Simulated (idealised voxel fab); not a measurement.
The process module presented herein is designated voxel ribs on slabs.
The cross-section on display is named cut; it measures 300 nm wide, and its cells are 5 nm squares.
How to read a cross-section here: the picture is a grid of square cells, written as bands going from the top down, and any band can span one or more rows of cells.
Band entry format. Leading values: height of top, height of bottom, nm. Remainder: materials in left-to-right order, each with its width in nm. Special words: "full width" on a single material, which then fills the band edge to edge; "air", empty space.
It should be noted that heights are counted from 0, beneath which the wafer as supplied is of one material throughout, and that the lowest band possesses no lower boundary but continues downward, as written in "from 0 down".
The notation "30->40" denotes a width that varies across the rows of cells in the band, beginning at the first number in the top row, finishing at the second number in the bottom row, and changing by an identical amount from each row to the next.
When a step is marked "remained the same", none of the cells in the cross-section changed during that step.
In the "Completely sealed voids" entry, you get each enclosed empty space of 8 cells or more, one with no open way to the top, written width x height at distance, distance from the left edge, in nm.
Whatever follows a step's settings on its line is a remark the simulator itself makes about that step.
"overlay nm" on a masked step: distance the mask lay right of its planned place, negative for left.
### Steps planned for the process
- 1: RECEIVE, material Si
- 2: DIRECTIONAL_DEP, material SiO2, thk nm 25
- 3: DIRECTIONAL_DEP, material polySi, thk nm 20
- 4: PATTERN, tone cover, mask id RIB, material resist, width nm 30, thk nm 15, overlay nm 0
- 5: DIRECTIONAL_ETCH, etch materials polySi, depth nm 15
- 6: STRIP, etch materials resist
- 7: PATTERN, tone cover, mask id SLAB, material resist, width nm 90, thk nm 20, overlay nm 0
- 8: DIRECTIONAL_ETCH, etch materials polySi, depth nm 5
- 9: STRIP, etch materials resist
- 10: FILL_DEP, material SiO2, thk nm 20
- 11: CMP, height nm 60
- 12: DIRECTIONAL_DEP, material W, thk nm 5
- 13: PATTERN, tone cover, mask id HEATER, material resist, width nm 40, thk nm 20, overlay nm 0
- 14: DIRECTIONAL_ETCH, etch materials W, depth nm 5
- 15: STRIP, etch materials resist
- 16: CONFORMAL_DEP, material SiN, thk nm 5
### Cross-section: wafer on arrival = after step 1
from 0 down | Si full width
Completely sealed voids: none
### End state of the module in cross-section, given the above starting point and plan and one mistake in execution
from 65 to 60 | air 125 nm | SiN 50 nm | air 125 nm
from 60 to 55 | SiN 130 nm | W 40 nm | SiN 130 nm
from 55 to 45 | SiO2 full width
from 45 to 30 | SiO2 135 nm | polySi 30 nm | SiO2 135 nm
from 30 to 25 | SiO2 105 nm | polySi 90 nm | SiO2 105 nm
from 25 to 0 | SiO2 full width
from 0 down | Si full width
Completely sealed voids: none
It is concluded that the wafer was processed incorrectly with respect to the plan, in that in deviation from the planned setting, step 11 was conducted as CMP, height nm 55
